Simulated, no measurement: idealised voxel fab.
process module | voxel self aligned contacts
cross-section cut | 260 nm wide | cells 5 nm
A cross-section is a grid of square cells, given in bands from the top down. A band is one or more rows of cells.
Each band's line starts with the height of the band's top and of its bottom, in nm. Then come its materials from left to right, each with its width in nm. One material with "throughout" fills the band from edge to edge. "air" is empty space.
Height 0 is the level under which the wafer as received is all one material. The lowest band goes on downwards, as in "0 down".
A width such as "30 to 40" changes by the same amount from each row of cells to the next, from the band's top row to its bottom row.
"no change" after a step means that no cell of the cross-section changed.
closed voids: empty space of 8 cells or more with no open way to the top, each as width x height at its distance from the left edge, in nm
after a step's settings: what the simulator itself notes on the step
overlay nm, on a step with a mask: how far to the right of its planned place the mask lay; to the left if negative
Each pair below shows a cross-section before one step and the cross-section after it, down to the lowest band that changed. The line under each pair gives the step between them, with its settings. The pairs can come from different runs of this module on the same starting wafer, so a pair continues from the pair above only where its "before" says so.
before
  0 down: Si throughout
  closed voids: none
after
  5 to 0: SiO2 throughout
  below 0: unchanged
  closed voids: none
the step between: op CONFORMAL_DEP | material SiO2 | thk nm 5
before: the cross-section after the pair above
after
  35 to 5: polySi throughout
  below 5: unchanged
  closed voids: none
the step between: op DIRECTIONAL_DEP | material polySi | thk nm 30
before: the cross-section after the pair above
after
  50 to 35: SiN throughout
  below 35: unchanged
  closed voids: none
the step between: op DIRECTIONAL_DEP | material SiN | thk nm 15
before: the cross-section after the pair above
after
  50 to 35: air 90 | SiN 25 | air 30 | SiN 25 | air 90
  below 35: unchanged
  closed voids: none
the step between: op MASKED_ETCH | tone cover | mask id GATE | width nm 25 | pitch nm 55 | etch materials SiN | depth nm 15 | overlay nm 0
before: the cross-section after the pair above
after
  50 to 35: air 90 | SiN 25 | air 30 | SiN 25 | air 90
  35 to 5: air 90 | polySi 25 | air 30 | polySi 25 | air 90
  below 5: unchanged
  closed voids: none
the step between: op MASKED_ETCH | tone cover | mask id GATE | width nm 25 | pitch nm 55 | etch materials polySi | depth nm 30 | overlay nm 0
before: the cross-section after the pair above
after
  55 to 35: air 85 | SiN 35 | air 20 | SiN 35 | air 85
  35 to 10: air 85 | SiN 5 | polySi 25 | SiN 5 | air 20 | SiN 5 | polySi 25 | SiN 5 | air 85
  10 to 5: SiN 90 | polySi 25 | SiN 30 | polySi 25 | SiN 90
  below 5: unchanged
  closed voids: none
the step between: op CONFORMAL_DEP | material SiN | thk nm 5
before: the cross-section after the pair above
after
  50 to 35: air 85 | SiN 35 | air 20 | SiN 35 | air 85
  35 to 5: air 85 | SiN 5 | polySi 25 | SiN 5 | air 20 | SiN 5 | polySi 25 | SiN 5 | air 85
  below 5: unchanged
  closed voids: none
the step between: op DIRECTIONAL_ETCH | etch materials SiN | depth nm 5
before: the cross-section after the pair above
after
  70 to 50: SiO2 throughout
  50 to 35: SiO2 85 | SiN 35 | SiO2 20 | SiN 35 | SiO2 85
  35 to 5: SiO2 85 | SiN 5 | polySi 25 | SiN 5 | SiO2 20 | SiN 5 | polySi 25 | SiN 5 | SiO2 85
  below 5: unchanged
  closed voids: none
the step between: op FILL_DEP | material SiO2 | thk nm 20
before: the cross-section after the pair above
after
  60 to 50: SiO2 throughout
  below 50: unchanged
  closed voids: none
the step between: op CMP | height nm 60
before: the cross-section after the pair above
after
  80 to 60: resist 110 | air 40 | resist 110
  below 60: unchanged
  closed voids: none
the step between: op PATTERN | tone open | mask id CONTACT | material resist | width nm 40 | thk nm 20 | overlay nm 0
before: the cross-section after the pair above
after
  80 to 60: resist 110 | air 40 | resist 110
  60 to 50: SiO2 110 | air 40 | SiO2 110
  50 to 35: SiO2 85 | SiN 35 | air 20 | SiN 35 | SiO2 85
  35 to 5: SiO2 85 | SiN 5 | polySi 25 | SiN 5 | air 20 | SiN 5 | polySi 25 | SiN 5 | SiO2 85
  5 to 0: SiO2 120 | air 20 | SiO2 120
  below 0: unchanged
  closed voids: none
the step between: op DIRECTIONAL_ETCH | etch materials SiO2 | depth nm 60
before: the cross-section after the pair above
after
  60 to 50: SiO2 110 | air 40 | SiO2 110
  below 50: unchanged
  closed voids: none
the step between: op STRIP | etch materials resist
before: the cross-section after the pair above
after
  65 to 60: TiN 115 | air 30 | TiN 115
  60 to 50: SiO2 110 | TiN 5 to 15 | air 30 to 10 | TiN 5 to 15 | SiO2 110
  50 to 35: SiO2 85 | SiN 35 | TiN 5 | air 10 | TiN 5 | SiN 35 | SiO2 85
  35 to 5: SiO2 85 | SiN 5 | polySi 25 | SiN 5 | TiN 5 | air 10 | TiN 5 | SiN 5 | polySi 25 | SiN 5 | SiO2 85
  5 to 0: SiO2 120 | TiN 20 | SiO2 120
  below 0: unchanged
  closed voids: none
the step between: op CONFORMAL_DEP | material TiN | thk nm 5
before: the cross-section after the pair above
after
  70 to 65: Ru throughout
  65 to 60: TiN 115 | Ru 30 | TiN 115
  60 to 50: SiO2 110 | TiN 5 to 15 | Ru 30 to 10 | TiN 5 to 15 | SiO2 110
  50 to 35: SiO2 85 | SiN 35 | TiN 5 | Ru 10 | TiN 5 | SiN 35 | SiO2 85
  35 to 5: SiO2 85 | SiN 5 | polySi 25 | SiN 5 | TiN 5 | Ru 10 | TiN 5 | SiN 5 | polySi 25 | SiN 5 | SiO2 85
  below 5: unchanged
  closed voids: none
the step between: op FILL_DEP | material Ru | thk nm 5
before: the cross-section after the pair above
after
  60 to 50: SiO2 110 | TiN 5 to 15 | Ru 30 to 10 | TiN 5 to 15 | SiO2 110
  below 50: unchanged
  closed voids: none
the step between: op CMP | height nm 60
before: the cross-section after the pair above
after
  65 to 60: SiCN throughout
  below 60: unchanged
  closed voids: none
the step between: op CONFORMAL_DEP | material SiCN | thk nm 5
before
  50 to 35: air 90 | SiN 25 | air 30 | SiN 25 | air 90
  35 to 5: air 90 | polySi 25 | air 30 | polySi 25 | air 90
  5 to 0: SiO2 throughout
  0 down: Si throughout
  closed voids: none
after
  45 to 35: air 90 | SiN 25 | air 30 | SiN 25 | air 90
  below 35: unchanged
  closed voids: none
the step between: op DIRECTIONAL_ETCH | etch materials SiN | depth nm 5
before: the cross-section after the pair above
after
  65 to 45: SiO2 throughout
  45 to 35: SiO2 90 | SiN 25 | SiO2 30 | SiN 25 | SiO2 90
  35 to 5: SiO2 90 | polySi 25 | SiO2 30 | polySi 25 | SiO2 90
  below 5: unchanged
  closed voids: none
the step between: op FILL_DEP | material SiO2 | thk nm 20
before: the cross-section after the pair above
after
  60 to 45: SiO2 throughout
  below 45: unchanged
  closed voids: none
the step between: op CMP | height nm 60
before: the cross-section after the pair above
after
  80 to 60: resist 110 | air 40 | resist 110
  below 60: unchanged
  closed voids: none
the step between: op PATTERN | tone open | mask id CONTACT | material resist | width nm 40 | thk nm 20 | overlay nm 0
before: the cross-section after the pair above
after
  80 to 60: resist 110 | air 40 | resist 110
  60 to 45: SiO2 110 | air 40 | SiO2 110
  45 to 35: SiO2 90 | SiN 25 | air 30 | SiN 25 | SiO2 90
  35 to 5: SiO2 90 | polySi 25 | air 30 | polySi 25 | SiO2 90
  5 to 0: SiO2 115 | air 30 | SiO2 115
  below 0: unchanged
  closed voids: none
the step between: op DIRECTIONAL_ETCH | etch materials SiO2 | depth nm 60
before: the cross-section after the pair above
after
  60 to 45: SiO2 110 | air 40 | SiO2 110
  below 45: unchanged
  closed voids: none
the step between: op STRIP | etch materials resist
before: the cross-section after the pair above
after
  65 to 60: TiN 115 | air 30 | TiN 115
  60 to 50: SiO2 110 | TiN 5 | air 30 | TiN 5 | SiO2 110
  50 to 45: SiO2 110 | TiN 10 | air 20 | TiN 10 | SiO2 110
  45 to 35: SiO2 90 | SiN 25 | TiN 5 | air 20 | TiN 5 | SiN 25 | SiO2 90
  35 to 5: SiO2 90 | polySi 25 | TiN 5 | air 20 | TiN 5 | polySi 25 | SiO2 90
  5 to 0: SiO2 115 | TiN 30 | SiO2 115
  below 0: unchanged
  closed voids: none
the step between: op CONFORMAL_DEP | material TiN | thk nm 5
before: the cross-section after the pair above
after
  70 to 65: Ru throughout
  65 to 60: TiN 115 | Ru 30 | TiN 115
  60 to 50: SiO2 110 | TiN 5 | Ru 30 | TiN 5 | SiO2 110
  50 to 45: SiO2 110 | TiN 10 | Ru 20 | TiN 10 | SiO2 110
  45 to 35: SiO2 90 | SiN 25 | TiN 5 | Ru 20 | TiN 5 | SiN 25 | SiO2 90
  35 to 5: SiO2 90 | polySi 25 | TiN 5 | Ru 20 | TiN 5 | polySi 25 | SiO2 90
  below 5: unchanged
  closed voids: none
the step between: op FILL_DEP | material Ru | thk nm 5
before: the cross-section after the pair above
after
  60 to 50: SiO2 110 | TiN 5 | Ru 30 | TiN 5 | SiO2 110
  below 50: unchanged
  closed voids: none
the step between: op CMP | height nm 60
before: the cross-section after the pair above
after
  65 to 60: SiCN throughout
  below 60: unchanged
  closed voids: none
the step between: op CONFORMAL_DEP | material SiCN | thk nm 5
before
  50 to 35: SiN throughout
  35 to 5: polySi throughout
  5 to 0: SiO2 throughout
  0 down: Si throughout
  closed voids: none
after
  65 to 35: SiN throughout
  below 35: unchanged
  closed voids: none
the step between: op DIRECTIONAL_DEP | material SiN | thk nm 15
before: the cross-section after the pair above
after
  65 to 50: air 90 | SiN 25 | air 30 | SiN 25 | air 90
  below 50: unchanged
  closed voids: none
the step between: op MASKED_ETCH | tone cover | mask id GATE | width nm 25 | pitch nm 55 | etch materials SiN | depth nm 15 | overlay nm 0
before: the cross-section after the pair above
after
  70 to 55: air 85 | SiN 35 | air 20 | SiN 35 | air 85
  55 to 35: SiN throughout
  below 35: unchanged
  closed voids: none
the step between: op CONFORMAL_DEP | material SiN | thk nm 5
before: the cross-section after the pair above
after
  65 to 50: air 85 | SiN 35 | air 20 | SiN 35 | air 85
  below 50: unchanged
  closed voids: none
the step between: op DIRECTIONAL_ETCH | etch materials SiN | depth nm 5
before: the cross-section after the pair above
after
  85 to 65: SiO2 throughout
  65 to 50: SiO2 85 | SiN 35 | SiO2 20 | SiN 35 | SiO2 85
  below 50: unchanged
  closed voids: none
the step between: op FILL_DEP | material SiO2 | thk nm 20
before: the cross-section after the pair above
after
  60 to 50: SiO2 85 | SiN 35 | SiO2 20 | SiN 35 | SiO2 85
  below 50: unchanged
  closed voids: none
the step between: op CMP | height nm 60
before: the cross-section after the pair above
after
  80 to 60: resist 110 | air 40 | resist 110
  below 60: unchanged
  closed voids: none
the step between: op PATTERN | tone open | mask id CONTACT | material resist | width nm 40 | thk nm 20 | overlay nm 0
before: the cross-section after the pair above
after
  80 to 60: resist 110 | air 40 | resist 110
  60 to 50: SiO2 85 | SiN 35 | air 20 | SiN 35 | SiO2 85
  below 50: unchanged
  closed voids: none
the step between: op DIRECTIONAL_ETCH | etch materials SiO2 | depth nm 60
before: the cross-section after the pair above
after
  60 to 50: SiO2 85 | SiN 35 | air 20 | SiN 35 | SiO2 85
  below 50: unchanged
  closed voids: none
the step between: op STRIP | etch materials resist
before: the cross-section after the pair above
after
  65 to 60: TiN 125 | air 10 | TiN 125
  60 to 55: SiO2 85 | SiN 35 | TiN 5 | air 10 | TiN 5 | SiN 35 | SiO2 85
  55 to 50: SiO2 85 | SiN 35 | TiN 20 | SiN 35 | SiO2 85
  below 50: unchanged
  closed voids: none
the step between: op CONFORMAL_DEP | material TiN | thk nm 5
before: the cross-section after the pair above
after
  70 to 65: Ru throughout
  65 to 60: TiN 125 | Ru 10 | TiN 125
  60 to 55: SiO2 85 | SiN 35 | TiN 5 | Ru 10 | TiN 5 | SiN 35 | SiO2 85
  below 55: unchanged
  closed voids: none
the step between: op FILL_DEP | material Ru | thk nm 5
before: the cross-section after the pair above
after
  60 to 55: SiO2 85 | SiN 35 | TiN 5 | Ru 10 | TiN 5 | SiN 35 | SiO2 85
  below 55: unchanged
  closed voids: none
the step between: op CMP | height nm 60
before: the cross-section after the pair above
after
  65 to 60: SiCN throughout
  below 60: unchanged
  closed voids: none
the step between: op CONFORMAL_DEP | material SiCN | thk nm 5
before
  5 to 0: SiO2 throughout
  0 down: Si throughout
  closed voids: none
after
  20 to 5: SiN throughout
  below 5: unchanged
  closed voids: none
the step between: op DIRECTIONAL_DEP | material SiN | thk nm 15
before: the cross-section after the pair above
after
  50 to 20: polySi throughout
  below 20: unchanged
  closed voids: none
the step between: op DIRECTIONAL_DEP | material polySi | thk nm 30
before: the cross-section after the pair above
after
  50 to 20: air 90 | polySi 25 | air 30 | polySi 25 | air 90
  below 20: unchanged
  closed voids: none
the step between: op MASKED_ETCH | tone cover | mask id GATE | width nm 25 | pitch nm 55 | etch materials polySi | depth nm 30 | overlay nm 0
before: the cross-section after the pair above
after
  55 to 50: air 85 | SiN 35 | air 20 | SiN 35 | air 85
  50 to 25: air 85 | SiN 5 | polySi 25 | SiN 5 | air 20 | SiN 5 | polySi 25 | SiN 5 | air 85
  25 to 20: SiN 90 | polySi 25 | SiN 30 | polySi 25 | SiN 90
  below 20: unchanged
  closed voids: none
the step between: op CONFORMAL_DEP | material SiN | thk nm 5
before: the cross-section after the pair above
after
  50 to 20: air 85 | SiN 5 | polySi 25 | SiN 5 | air 20 | SiN 5 | polySi 25 | SiN 5 | air 85
  below 20: unchanged
  closed voids: none
the step between: op DIRECTIONAL_ETCH | etch materials SiN | depth nm 5
before: the cross-section after the pair above
after
  70 to 50: SiO2 throughout
  50 to 20: SiO2 85 | SiN 5 | polySi 25 | SiN 5 | SiO2 20 | SiN 5 | polySi 25 | SiN 5 | SiO2 85
  below 20: unchanged
  closed voids: none
the step between: op FILL_DEP | material SiO2 | thk nm 20
before: the cross-section after the pair above
after
  60 to 50: SiO2 throughout
  below 50: unchanged
  closed voids: none
the step between: op CMP | height nm 60
before: the cross-section after the pair above
after
  80 to 60: resist 110 | air 40 | resist 110
  below 60: unchanged
  closed voids: none
the step between: op PATTERN | tone open | mask id CONTACT | material resist | width nm 40 | thk nm 20 | overlay nm 0
before: the cross-section after the pair above
after
  80 to 60: resist 110 | air 40 | resist 110
  60 to 50: SiO2 110 | air 40 | SiO2 110
  50 to 20: SiO2 85 | SiN 5 | polySi 25 | SiN 5 | air 20 | SiN 5 | polySi 25 | SiN 5 | SiO2 85
  below 20: unchanged
  closed voids: none
the step between: op DIRECTIONAL_ETCH | etch materials SiO2 | depth nm 60
before: the cross-section after the pair above
after
  60 to 50: SiO2 110 | air 40 | SiO2 110
  below 50: unchanged
  closed voids: none
the step between: op STRIP | etch materials resist
before: the cross-section after the pair above
after
  65 to 60: TiN 115 | air 30 | TiN 115
  60 to 50: SiO2 110 | TiN 5 to 15 | air 30 to 10 | TiN 5 to 15 | SiO2 110
  50 to 25: SiO2 85 | SiN 5 | polySi 25 | SiN 5 | TiN 5 | air 10 | TiN 5 | SiN 5 | polySi 25 | SiN 5 | SiO2 85
  25 to 20: SiO2 85 | SiN 5 | polySi 25 | SiN 5 | TiN 20 | SiN 5 | polySi 25 | SiN 5 | SiO2 85
  below 20: unchanged
  closed voids: none
the step between: op CONFORMAL_DEP | material TiN | thk nm 5
before: the cross-section after the pair above
after
  70 to 65: Ru throughout
  65 to 60: TiN 115 | Ru 30 | TiN 115
  60 to 50: SiO2 110 | TiN 5 to 15 | Ru 30 to 10 | TiN 5 to 15 | SiO2 110
  50 to 25: SiO2 85 | SiN 5 | polySi 25 | SiN 5 | TiN 5 | Ru 10 | TiN 5 | SiN 5 | polySi 25 | SiN 5 | SiO2 85
  below 25: unchanged
  closed voids: none
the step between: op FILL_DEP | material Ru | thk nm 5
before: the cross-section after the pair above
after
  60 to 50: SiO2 110 | TiN 5 to 15 | Ru 30 to 10 | TiN 5 to 15 | SiO2 110
  below 50: unchanged
  closed voids: none
the step between: op CMP | height nm 60
before: the cross-section after the pair above
after
  65 to 60: SiCN throughout
  below 60: unchanged
  closed voids: none
the step between: op CONFORMAL_DEP | material SiCN | thk nm 5
before
  5 to 0: SiO2 throughout
  0 down: Si throughout
  closed voids: none
after
  30 to 5: polySi throughout
  below 5: unchanged
  closed voids: none
the step between: op DIRECTIONAL_DEP | material polySi | thk nm 25
before: the cross-section after the pair above
after
  45 to 30: SiN throughout
  below 30: unchanged
  closed voids: none
the step between: op DIRECTIONAL_DEP | material SiN | thk nm 15
before: the cross-section after the pair above
after
  45 to 30: air 90 | SiN 25 | air 30 | SiN 25 | air 90
  below 30: unchanged
  closed voids: none
the step between: op MASKED_ETCH | tone cover | mask id GATE | width nm 25 | pitch nm 55 | etch materials SiN | depth nm 15 | overlay nm 0
before: the cross-section after the pair above
after
  45 to 30: air 90 | SiN 25 | air 30 | SiN 25 | air 90
  30 to 5: air 90 | polySi 25 | air 30 | polySi 25 | air 90
  below 5: unchanged
  closed voids: none
the step between: op MASKED_ETCH | tone cover | mask id GATE | width nm 25 | pitch nm 55 | etch materials polySi | depth nm 30 | overlay nm 0
before: the cross-section after the pair above
after
  50 to 30: air 85 | SiN 35 | air 20 | SiN 35 | air 85
  30 to 10: air 85 | SiN 5 | polySi 25 | SiN 5 | air 20 | SiN 5 | polySi 25 | SiN 5 | air 85
  10 to 5: SiN 90 | polySi 25 | SiN 30 | polySi 25 | SiN 90
  below 5: unchanged
  closed voids: none
the step between: op CONFORMAL_DEP | material SiN | thk nm 5
before: the cross-section after the pair above
after
  45 to 30: air 85 | SiN 35 | air 20 | SiN 35 | air 85
  30 to 5: air 85 | SiN 5 | polySi 25 | SiN 5 | air 20 | SiN 5 | polySi 25 | SiN 5 | air 85
  below 5: unchanged
  closed voids: none
the step between: op DIRECTIONAL_ETCH | etch materials SiN | depth nm 5
before: the cross-section after the pair above
after
  65 to 45: SiO2 throughout
  45 to 30: SiO2 85 | SiN 35 | SiO2 20 | SiN 35 | SiO2 85
  30 to 5: SiO2 85 | SiN 5 | polySi 25 | SiN 5 | SiO2 20 | SiN 5 | polySi 25 | SiN 5 | SiO2 85
  below 5: unchanged
  closed voids: none
the step between: op FILL_DEP | material SiO2 | thk nm 20
before: the cross-section after the pair above
after
  60 to 45: SiO2 throughout
  below 45: unchanged
  closed voids: none
the step between: op CMP | height nm 60
before: the cross-section after the pair above
after
  80 to 60: resist 110 | air 40 | resist 110
  below 60: unchanged
  closed voids: none
the step between: op PATTERN | tone open | mask id CONTACT | material resist | width nm 40 | thk nm 20 | overlay nm 0
before: the cross-section after the pair above
after
  80 to 60: resist 110 | air 40 | resist 110
  60 to 45: SiO2 110 | air 40 | SiO2 110
  45 to 30: SiO2 85 | SiN 35 | air 20 | SiN 35 | SiO2 85
  30 to 5: SiO2 85 | SiN 5 | polySi 25 | SiN 5 | air 20 | SiN 5 | polySi 25 | SiN 5 | SiO2 85
  5 to 0: SiO2 120 | air 20 | SiO2 120
  below 0: unchanged
  closed voids: none
the step between: op DIRECTIONAL_ETCH | etch materials SiO2 | depth nm 60
before: the cross-section after the pair above
after
  60 to 45: SiO2 110 | air 40 | SiO2 110
  below 45: unchanged
  closed voids: none
the step between: op STRIP | etch materials resist
before: the cross-section after the pair above
after
  65 to 60: TiN 115 | air 30 | TiN 115
  60 to 50: SiO2 110 | TiN 5 | air 30 | TiN 5 | SiO2 110
  50 to 45: SiO2 110 | TiN 15 | air 10 | TiN 15 | SiO2 110
  45 to 30: SiO2 85 | SiN 35 | TiN 5 | air 10 | TiN 5 | SiN 35 | SiO2 85
  30 to 5: SiO2 85 | SiN 5 | polySi 25 | SiN 5 | TiN 5 | air 10 | TiN 5 | SiN 5 | polySi 25 | SiN 5 | SiO2 85
  5 to 0: SiO2 120 | TiN 20 | SiO2 120
  below 0: unchanged
  closed voids: none
the step between: op CONFORMAL_DEP | material TiN | thk nm 5
before: the cross-section after the pair above
after
  70 to 65: Ru throughout
  65 to 60: TiN 115 | Ru 30 | TiN 115
  60 to 50: SiO2 110 | TiN 5 | Ru 30 | TiN 5 | SiO2 110
  50 to 45: SiO2 110 | TiN 15 | Ru 10 | TiN 15 | SiO2 110
  45 to 30: SiO2 85 | SiN 35 | TiN 5 | Ru 10 | TiN 5 | SiN 35 | SiO2 85
  30 to 5: SiO2 85 | SiN 5 | polySi 25 | SiN 5 | TiN 5 | Ru 10 | TiN 5 | SiN 5 | polySi 25 | SiN 5 | SiO2 85
  below 5: unchanged
  closed voids: none
the step between: op FILL_DEP | material Ru | thk nm 5
before: the cross-section after the pair above
after
  60 to 50: SiO2 110 | TiN 5 | Ru 30 | TiN 5 | SiO2 110
  below 50: unchanged
  closed voids: none
the step between: op CMP | height nm 60
before: the cross-section after the pair above
after
  65 to 60: SiCN throughout
  below 60: unchanged
  closed voids: none
the step between: op CONFORMAL_DEP | material SiCN | thk nm 5
before
  50 to 35: SiN throughout
  35 to 5: polySi throughout
  5 to 0: SiO2 throughout
  0 down: Si throughout
  closed voids: none
after
  50 to 35: air 85 | SiN 35 | air 20 | SiN 35 | air 85
  below 35: unchanged
  closed voids: none
the step between: op MASKED_ETCH | tone cover | mask id GATE | width nm 35 | pitch nm 55 | etch materials SiN | depth nm 15 | overlay nm 0
before: the cross-section after the pair above
after
  50 to 35: air 85 | SiN 35 | air 20 | SiN 35 | air 85
  35 to 5: air 85 | polySi 35 | air 20 | polySi 35 | air 85
  below 5: unchanged
  closed voids: none
the step between: op MASKED_ETCH | tone cover | mask id GATE | width nm 25 | pitch nm 55 | etch materials polySi | depth nm 30 | overlay nm 0
before: the cross-section after the pair above
after
  55 to 35: air 80 | SiN 45 | air 10 | SiN 45 | air 80
  35 to 10: air 80 | SiN 5 | polySi 35 | SiN 5 | air 10 | SiN 5 | polySi 35 | SiN 5 | air 80
  10 to 5: SiN 85 | polySi 35 | SiN 20 | polySi 35 | SiN 85
  below 5: unchanged
  closed voids: none
the step between: op CONFORMAL_DEP | material SiN | thk nm 5
before: the cross-section after the pair above
after
  50 to 35: air 80 | SiN 45 | air 10 | SiN 45 | air 80
  35 to 5: air 80 | SiN 5 | polySi 35 | SiN 5 | air 10 | SiN 5 | polySi 35 | SiN 5 | air 80
  below 5: unchanged
  closed voids: none
the step between: op DIRECTIONAL_ETCH | etch materials SiN | depth nm 5
before: the cross-section after the pair above
after
  70 to 50: SiO2 throughout
  50 to 35: SiO2 80 | SiN 45 | SiO2 10 | SiN 45 | SiO2 80
  35 to 5: SiO2 80 | SiN 5 | polySi 35 | SiN 5 | SiO2 10 | SiN 5 | polySi 35 | SiN 5 | SiO2 80
  below 5: unchanged
  closed voids: none
the step between: op FILL_DEP | material SiO2 | thk nm 20
before: the cross-section after the pair above
after
  60 to 50: SiO2 throughout
  below 50: unchanged
  closed voids: none
the step between: op CMP | height nm 60
before: the cross-section after the pair above
after
  80 to 60: resist 110 | air 40 | resist 110
  below 60: unchanged
  closed voids: none
the step between: op PATTERN | tone open | mask id CONTACT | material resist | width nm 40 | thk nm 20 | overlay nm 0
before: the cross-section after the pair above
after
  80 to 60: resist 110 | air 40 | resist 110
  60 to 50: SiO2 110 | air 40 | SiO2 110
  50 to 35: SiO2 80 | SiN 45 | air 10 | SiN 45 | SiO2 80
  35 to 5: SiO2 80 | SiN 5 | polySi 35 | SiN 5 | air 10 | SiN 5 | polySi 35 | SiN 5 | SiO2 80
  5 to 0: SiO2 125 | air 10 | SiO2 125
  below 0: unchanged
  closed voids: none
the step between: op DIRECTIONAL_ETCH | etch materials SiO2 | depth nm 60
before: the cross-section after the pair above
after
  60 to 50: SiO2 110 | air 40 | SiO2 110
  below 50: unchanged
  closed voids: none
the step between: op STRIP | etch materials resist
before: the cross-section after the pair above
after
  65 to 60: TiN 115 | air 30 | TiN 115
  60 to 55: SiO2 110 | TiN 5 | air 30 | TiN 5 | SiO2 110
  55 to 50: SiO2 110 | TiN 40 | SiO2 110
  50 to 35: SiO2 80 | SiN 45 | TiN 10 | SiN 45 | SiO2 80
  35 to 5: SiO2 80 | SiN 5 | polySi 35 | SiN 5 | TiN 10 | SiN 5 | polySi 35 | SiN 5 | SiO2 80
  5 to 0: SiO2 125 | TiN 10 | SiO2 125
  below 0: unchanged
  closed voids: none
the step between: op CONFORMAL_DEP | material TiN | thk nm 5
before: the cross-section after the pair above
after
  70 to 65: Ru throughout
  65 to 60: TiN 115 | Ru 30 | TiN 115
  60 to 55: SiO2 110 | TiN 5 | Ru 30 | TiN 5 | SiO2 110
  below 55: unchanged
  closed voids: none
the step between: op FILL_DEP | material Ru | thk nm 5
before: the cross-section after the pair above
after
  60 to 55: SiO2 110 | TiN 5 | Ru 30 | TiN 5 | SiO2 110
  below 55: unchanged
  closed voids: none
the step between: op CMP | height nm 60
before: the cross-section after the pair above
after
  65 to 60: SiCN throughout
  below 60: unchanged
  closed voids: none
the step between: op CONFORMAL_DEP | material SiCN | thk nm 5
before
  60 to 50: SiO2 throughout
  50 to 35: SiO2 85 | SiN 35 | SiO2 20 | SiN 35 | SiO2 85
  35 to 5: SiO2 85 | SiN 5 | polySi 25 | SiN 5 | SiO2 20 | SiN 5 | polySi 25 | SiN 5 | SiO2 85
  5 to 0: SiO2 throughout
  0 down: Si throughout
  closed voids: none
after
  80 to 60: resist 120 | air 40 | resist 100
  below 60: unchanged
  closed voids: none
the step between: op PATTERN | tone open | mask id CONTACT | material resist | width nm 40 | thk nm 20 | overlay nm 10
before: the cross-section after the pair above
after
  80 to 60: resist 120 | air 40 | resist 100
  60 to 50: SiO2 120 | air 40 | SiO2 100
  50 to 35: SiO2 85 | SiN 35 | air 20 | SiN 35 | SiO2 85
  35 to 5: SiO2 85 | SiN 5 | polySi 25 | SiN 5 | air 20 | SiN 5 | polySi 25 | SiN 5 | SiO2 85
  5 to 0: SiO2 120 | air 20 | SiO2 120
  below 0: unchanged
  closed voids: none
the step between: op DIRECTIONAL_ETCH | etch materials SiO2 | depth nm 60
before: the cross-section after the pair above
after
  60 to 50: SiO2 120 | air 40 | SiO2 100
  below 50: unchanged
  closed voids: none
the step between: op STRIP | etch materials resist
before: the cross-section after the pair above
after
  65 to 60: TiN 125 | air 30 | TiN 105
  60 to 50: SiO2 120 | TiN 5 | air 30 to 10 | TiN 5 to 25 | SiO2 100
  50 to 35: SiO2 85 | SiN 35 | TiN 5 | air 10 | TiN 5 | SiN 35 | SiO2 85
  35 to 5: SiO2 85 | SiN 5 | polySi 25 | SiN 5 | TiN 5 | air 10 | TiN 5 | SiN 5 | polySi 25 | SiN 5 | SiO2 85
  5 to 0: SiO2 120 | TiN 20 | SiO2 120
  below 0: unchanged
  closed voids: none
the step between: op CONFORMAL_DEP | material TiN | thk nm 5
before: the cross-section after the pair above
after
  70 to 65: Ru throughout
  65 to 60: TiN 125 | Ru 30 | TiN 105
  60 to 50: SiO2 120 | TiN 5 | Ru 30 to 10 | TiN 5 to 25 | SiO2 100
  50 to 35: SiO2 85 | SiN 35 | TiN 5 | Ru 10 | TiN 5 | SiN 35 | SiO2 85
  35 to 5: SiO2 85 | SiN 5 | polySi 25 | SiN 5 | TiN 5 | Ru 10 | TiN 5 | SiN 5 | polySi 25 | SiN 5 | SiO2 85
  below 5: unchanged
  closed voids: none
the step between: op FILL_DEP | material Ru | thk nm 5
before: the cross-section after the pair above
after
  60 to 50: SiO2 120 | TiN 5 | Ru 30 to 10 | TiN 5 to 25 | SiO2 100
  below 50: unchanged
  closed voids: none
the step between: op CMP | height nm 60
before: the cross-section after the pair above
after
  65 to 60: SiCN throughout
  below 60: unchanged
  closed voids: none
the step between: op CONFORMAL_DEP | material SiCN | thk nm 5
before
  60 to 50: SiO2 110 | TiN 5 to 15 | Ru 30 to 10 | TiN 5 to 15 | SiO2 110
  50 to 35: SiO2 85 | SiN 35 | TiN 5 | Ru 10 | TiN 5 | SiN 35 | SiO2 85
  35 to 5: SiO2 85 | SiN 5 | polySi 25 | SiN 5 | TiN 5 | Ru 10 | TiN 5 | SiN 5 | polySi 25 | SiN 5 | SiO2 85
  5 to 0: SiO2 120 | TiN 20 | SiO2 120
  0 down: Si throughout
  closed voids: none
after
  65 to 60: polySi throughout
  below 60: unchanged
  closed voids: none
the step between: op CONFORMAL_DEP | material polySi | thk nm 5
before
  60 to 50: SiO2 throughout
  50 to 35: SiO2 85 | SiN 35 | SiO2 20 | SiN 35 | SiO2 85
  35 to 5: SiO2 85 | SiN 5 | polySi 25 | SiN 5 | SiO2 20 | SiN 5 | polySi 25 | SiN 5 | SiO2 85
  5 to 0: SiO2 throughout
  0 down: Si throughout
  closed voids: none
after
  80 to 60: air 110 | resist 40 | air 110
  below 60: unchanged
  closed voids: none
the step between: op PATTERN | tone cover | mask id CONTACT | material resist | width nm 40 | thk nm 20 | overlay nm 0
before: the cross-section after the pair above
after
  80 to 60: air 110 | resist 40 | air 110
  60 to 50: air 110 | SiO2 40 | air 110
  50 to 35: air 85 | SiN 35 | SiO2 20 | SiN 35 | air 85
  35 to 5: air 85 | SiN 5 | polySi 25 | SiN 5 | SiO2 20 | SiN 5 | polySi 25 | SiN 5 | air 85
  5 to 0: air 85 | SiO2 90 | air 85
  below 0: unchanged
  closed voids: none
the step between: op DIRECTIONAL_ETCH | etch materials SiO2 | depth nm 60
before: the cross-section after the pair above
after
  60 to 50: air 110 | SiO2 40 | air 110
  below 50: unchanged
  closed voids: none
the step between: op STRIP | etch materials resist
before: the cross-section after the pair above
after
  65 to 60: air 105 | TiN 50 | air 105
  60 to 50: air 105 to 80 | TiN 5 to 30 | SiO2 40 | TiN 5 to 30 | air 105 to 80
  50 to 35: air 80 | TiN 5 | SiN 35 | SiO2 20 | SiN 35 | TiN 5 | air 80
  35 to 5: air 80 | TiN 5 | SiN 5 | polySi 25 | SiN 5 | SiO2 20 | SiN 5 | polySi 25 | SiN 5 | TiN 5 | air 80
  5 to 0: TiN 85 | SiO2 90 | TiN 85
  below 0: unchanged
  closed voids: none
the step between: op CONFORMAL_DEP | material TiN | thk nm 5
before: the cross-section after the pair above
after
  70 to 65: Ru throughout
  65 to 60: Ru 105 | TiN 50 | Ru 105
  60 to 50: Ru 105 to 80 | TiN 5 to 30 | SiO2 40 | TiN 5 to 30 | Ru 105 to 80
  50 to 35: Ru 80 | TiN 5 | SiN 35 | SiO2 20 | SiN 35 | TiN 5 | Ru 80
  35 to 5: Ru 80 | TiN 5 | SiN 5 | polySi 25 | SiN 5 | SiO2 20 | SiN 5 | polySi 25 | SiN 5 | TiN 5 | Ru 80
  below 5: unchanged
  closed voids: none
the step between: op FILL_DEP | material Ru | thk nm 5
